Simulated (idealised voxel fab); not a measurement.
process module | voxel transistor to metal
cross-section cut | 155 nm wide | cells 5 nm
A cross-section is a grid of square cells, given in bands from the top down. A band is one or more rows of cells.
Each band's line starts with the height of the band's top and of its bottom, in nm. Then come its materials from left to right, each with its width in nm. One material with "throughout" fills the band from edge to edge. "air" is empty space.
Height 0 is the level under which the wafer as received is all one material. The lowest band goes on downwards, as in "0 down".
A width such as "30 to 40" changes by the same amount from each row of cells to the next, from the band's top row to its bottom row.
"no change" after a step means that no cell of the cross-section changed.
closed voids: empty space of 8 cells or more with no open way to the top, each as width x height at its distance from the left edge, in nm
after a step's settings: what the simulator itself notes on the step
overlay nm, on a step with a mask: how far to the right of its planned place the mask lay; to the left if negative
plan
1 op RECEIVE | material Si
2 op OXIDIZE | depth nm 5
3 op CONFORMAL_DEP | material SiN | thk nm 15
4 op MASKED_ETCH | tone cover | mask id ACTIVE | width nm 95 | etch materials SiN | depth nm 15 | overlay nm 0
5 op MASKED_ETCH | tone cover | mask id ACTIVE | width nm 95 | etch materials SiO2 | depth nm 5 | overlay nm 0
6 op MASKED_ETCH | tone cover | mask id ACTIVE | width nm 95 | etch materials Si | depth nm 25 | overlay nm 0
7 op OXIDIZE | depth nm 5
8 op FILL_DEP | material SiO2 | thk nm 5
9 op CMP | height nm 15
10 op SELECTIVE_ETCH | etch materials SiO2 | depth nm 10
11 op STRIP | etch materials SiN
12 op SELECTIVE_ETCH | etch materials SiO2 | depth nm 5
13 op OXIDIZE | depth nm 5
14 op DIRECTIONAL_DEP | material polySi | thk nm 20
15 op DIRECTIONAL_DEP | material SiCN | thk nm 10
16 op MASKED_ETCH | tone cover | mask id GATE | width nm 15 | etch materials SiCN | depth nm 20 | overlay nm 0
17 op MASKED_ETCH | tone cover | mask id GATE | width nm 15 | etch materials polySi | depth nm 30 | overlay nm 0
18 op CONFORMAL_DEP | material SiO2 | thk nm 5
19 op DIRECTIONAL_ETCH | etch materials SiO2 | depth nm 5
20 op CONFORMAL_DEP | material SiN | thk nm 10
21 op DIRECTIONAL_ETCH | etch materials SiN | depth nm 10
22 op DIRECTIONAL_ETCH | etch materials SiO2 | depth nm 5
23 op DIRECTIONAL_ETCH | etch materials Si | depth nm 15
24 op EPI | material pSi | thk nm 20
25 op FILL_DEP | material SiO2 | thk nm 10
26 op CMP | height nm 25
27 op DIRECTIONAL_DEP | material SiO2 | thk nm 15
28 op PATTERN | tone open | mask id CONTACT | material resist | width nm 20 | pitch nm 65 | thk nm 15 | overlay nm 0
29 op DIRECTIONAL_ETCH | etch materials SiO2 | depth nm 30
30 op STRIP | etch materials resist
31 op CONFORMAL_DEP | material TiN | thk nm 5
32 op FILL_DEP | material W | thk nm 5
33 op CMP | height nm 40
34 op DIRECTIONAL_DEP | material TiN | thk nm 5
35 op DIRECTIONAL_DEP | material Ru | thk nm 25
36 op PATTERN | tone cover | mask id METAL_1 | material resist | width nm 20 | pitch nm 65 | thk nm 15 | overlay nm 0
37 op DIRECTIONAL_ETCH | etch materials Ru | depth nm 25
38 op DIRECTIONAL_ETCH | etch materials TiN | depth nm 5
39 op STRIP | etch materials resist
40 op FILL_DEP | material lowk | thk nm 10
41 op CMP | height nm 70
42 op CONFORMAL_DEP | material SiCN | thk nm 5
43 op DIRECTIONAL_DEP | material SiO2 | thk nm 35
44 op MASKED_ETCH | tone open | mask id METAL_2_HOLES | width nm 15 | pitch nm 65 | etch materials SiO2 | depth nm 35 | overlay nm 0
45 op PATTERN | tone open | mask id METAL_2 | material resist | width nm 20 | pitch nm 65 | thk nm 20 | overlay nm 0
46 op DIRECTIONAL_ETCH | etch materials SiO2 | depth nm 20
47 op DIRECTIONAL_ETCH | etch materials SiCN | depth nm 5
48 op STRIP | etch materials resist
49 op CONFORMAL_DEP | material TiN | thk nm 5
50 op FILL_DEP | material Ru | thk nm 5
51 op CMP | height nm 110
52 op CONFORMAL_DEP | material SiCN | thk nm 5
as received, after step 1
  0 down: Si throughout
  closed voids: none
a wafer at the end: this start, this plan, one mistake
  115 to 110: SiCN throughout
  110 to 95: SiO2 35 | TiN 5 | Ru 10 | TiN 5 | SiO2 45 | TiN 5 | Ru 10 | TiN 5 | SiO2 35
  95 to 90: SiO2 35 | TiN 5 | Ru 5 | TiN 10 | SiO2 45 | TiN 5 | Ru 5 | TiN 10 | SiO2 35
  90 to 75: SiO2 35 | TiN 5 | Ru 5 | TiN 5 | SiO2 50 | TiN 5 | Ru 5 | TiN 5 | SiO2 40
  75 to 70: SiCN 35 | TiN 15 | SiCN 50 | TiN 15 | SiCN 40
  70 to 45: lowk 35 | Ru 20 | lowk 45 | Ru 20 | lowk 35
  45 to 40: lowk 35 | TiN 20 | lowk 45 | TiN 20 | lowk 35
  40 to 25: SiO2 35 | TiN 5 | W 10 | TiN 5 | SiO2 45 | TiN 5 | W 10 | TiN 5 | SiO2 35
  25 to 15: SiO2 35 | TiN 5 | W 10 | TiN 5 | SiN 10 | SiO2 5 | SiCN 15 | SiO2 5 | SiN 10 | TiN 5 | W 10 | TiN 5 | SiO2 35
  15 to 10: SiO2 35 | TiN 20 | SiN 10 | SiO2 5 | polySi 15 | SiO2 5 | SiN 10 | TiN 20 | SiO2 35
  10 to 0: SiO2 30 | pSi 25 | SiN 10 | SiO2 5 | polySi 15 | SiO2 5 | SiN 10 | pSi 25 | SiO2 30
  0 to -5: SiO2 30 | SiN 10 | pSi 15 | SiN 10 | SiO2 5 | polySi 15 | SiO2 5 | SiN 10 | pSi 15 | SiN 10 | SiO2 30
  -5 to -10: SiO2 40 | pSi 15 | SiO2 45 | pSi 15 | SiO2 40
  -10 to -25: SiO2 35 | Si 5 | pSi 15 | Si 45 | pSi 15 | Si 5 | SiO2 35
  -25 to -60: SiO2 35 | Si 85 | SiO2 35
  -60 down: Si throughout
  closed voids: none
what went wrong: step 6 was run twice
